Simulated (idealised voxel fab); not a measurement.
You're looking at the process module voxel lift off.
The width of the displayed cross-section, cut, is 295 nm; its cells are square, with a size of 5 nm.
Bands, listed from the top down, are how a cross-section gets written in this document; the cross-section itself is a grid of square cells, and a band is one or more rows of them. The band entry comprises the height of the band's top followed by the height of its bottom, expressed in nm, and subsequently the band's materials from left to right, each stated together with its width in nm. Where a single material is marked with the word "throughout", that material fills the band from edge to edge. The word "empty" represents empty space. Note: height 0 marks the level under which the wafer is uniformly one material as received. Lowest band unbounded below, written "from 0 down". A width such as "30..40" changes by the same amount from each row of cells to the next, from the band's top row to its bottom row. It should be understood that the words "remained unchanged", when stated for a given step, signify that the cross-section underwent no change in any of its cells during that step. "Completely enclosed voids" contains a list of empty spaces, each no smaller than 8 cells and without an open way to the top, written in the form width x height at distance with the distance from the left edge and all three in nm. The remark found on a step's line after its settings is issued by the simulator itself and pertains to that step. overlay nm: how far to the right of its planned place the mask lay on this masked step (negative: to the left).
-- Process steps foreseen in the plan
- 1: RECEIVE, material Si
- 2: CONFORMAL_DEP, material SiO2, thk nm 5
- 3: PATTERN, tone open, mask id LINES, material resist, width nm 15, pitch nm 40, thk nm 30, overlay nm 0
- 4: DIRECTIONAL_DEP, material Ru, thk nm 15
- 5: STRIP, etch materials resist
- 6: CONFORMAL_DEP, material SiN, thk nm 5
The wafers in this document start out alike and differ in the width nm applied at step 3; the plan shows the value used for the first wafer.
-- So this is the first of several wafers, cross-sectioned as it came to us, meaning it's at the end of step 1
  from 0 down: Si throughout
  Completely enclosed voids: none
-- First of several wafers, sectioned at end of module (last step: step 6)
  from 25 to 20: empty 115 nm / SiN 25 nm / empty 15 nm / SiN 25 nm / empty 115 nm
  from 20 to 10: empty 115 nm / SiN 5 nm / Ru 15 nm / SiN 5 nm / empty 15 nm / SiN 5 nm / Ru 15 nm / SiN 5 nm / empty 115 nm
  from 10 to 5: SiN 120 nm / Ru 15 nm / SiN 25 nm / Ru 15 nm / SiN 120 nm
  from 5 to 0: SiO2 throughout
  from 0 down: Si throughout
  Completely enclosed voids: none
-- The last wafer as seen in cross-section at the end of the module
  from 25 to 20: empty 110 nm / SiN 35 nm / empty 5 nm / SiN 35 nm / empty 110 nm
  from 20 to 10: empty 110 nm / SiN 5 nm / Ru 25 nm / SiN 5 nm / empty 5 nm / SiN 5 nm / Ru 25 nm / SiN 5 nm / empty 110 nm
  from 10 to 5: SiN 115 nm / Ru 25 nm / SiN 15 nm / Ru 25 nm / SiN 115 nm
  from 5 to 0: SiO2 throughout
  from 0 down: Si throughout
  Completely enclosed voids: none
-- Below is a per-wafer table. In it, each row describes the wafer at the end of the module by giving, for each material, the number of cells gained (+) or lost (-) since the wafer was received, and after that the closed voids of the wafer
width nm 15; +18 Ru; +71 SiN; +59 SiO2; Completely enclosed voids: none
width nm 20; +24 Ru; +71 SiN; +59 SiO2; Completely enclosed voids: none
width nm 25; +30 Ru; +71 SiN; +59 SiO2; Completely enclosed voids: none
